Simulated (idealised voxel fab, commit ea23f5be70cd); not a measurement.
Proc. module: voxel tone inversion
Cross-section cut spans 180 nm and uses square cells 5 nm in size.
In this document a cross-section is written as a grid of square cells. It is given as a series of bands, listed from the top down, and a band is one or more rows of cells.
Basically the band line says how high the top is and how high the bottom is, in nm, and then what's in it from left to right, every material with its width in nm. Empty space shows up as "air", and if a single material carries "everywhere" it runs the full band edge to edge.
Beneath 0, the wafer as received is one material, and that level is where height counting begins. The lowest band goes on downward without a bottom; it is written like "0 nm and below".
A two-number width, for instance "30->40", indicates that the width is equal to the first number in the top row of the band and to the second number in the bottom row, and that it changes by a constant amount per row of cells.
When a step is marked "nothing got changed", none of the cells in the cross-section changed during that step.
Closed empty spaces (no open way to the top) of 8 cells or more are what "Closed void register" lists, each as width x height at distance from the left edge, nm for all three.
Read whatever lies past the settings on a step's line as the simulator's own remark about the step.
You can add "overlay nm" to a step's line. For a step with a mask, it describes how far the mask lay to the right of its planned position, and a negative number describes a lay to the left.
The steps planned for the process are as follows:
- 1: RECEIVE,material Si
- 2: CONFORMAL_DEP,material SiCN,thk nm 5
- 3: DIRECTIONAL_DEP,material aC,thk nm 15
- 4: PATTERN,tone cover,mask id POSTS,material resist,width nm 15,pitch nm 45,thk nm 25,overlay nm 0
- 5: DIRECTIONAL_ETCH,etch materials aC,depth nm 15
- 6: STRIP,etch materials resist
- 7: FILL_DEP,material SiO2,thk nm 10
- 8: CMP,height nm 20
- 9: STRIP,etch materials aC
Here's what the wafer looked like in cross-section when it arrived - that's after step 1:
- 0 nm and below = Si everywhere
- Closed void register: none
Run as planned - first of the two wafers cross-sectioned at the end of the module:
- 20 nm to 5 nm = 60 of SiO2 / 15 of air / 30 of SiO2 / 15 of air / 60 of SiO2
- 5 nm to 0 nm = SiCN everywhere
- 0 nm and below = Si everywhere
- Closed void register: none
Here's the second of our two wafers sectioned at module end. Same start as the first, same plan, but one mistake got made running it:
- 20 nm to 15 nm = SiO2 everywhere
- 15 nm to 0 nm = 60 of SiO2 / 15 of aC / 30 of SiO2 / 15 of aC / 60 of SiO2
- 0 nm and below = Si everywhere
- Closed void register: none
The plan and the run diverged here: execution of step 2 of the plan did not take place, the step having been omitted
Final difference in cells, second wafer against first, listed per material as more or fewer: SiCN -36; SiO2 +36; aC +18
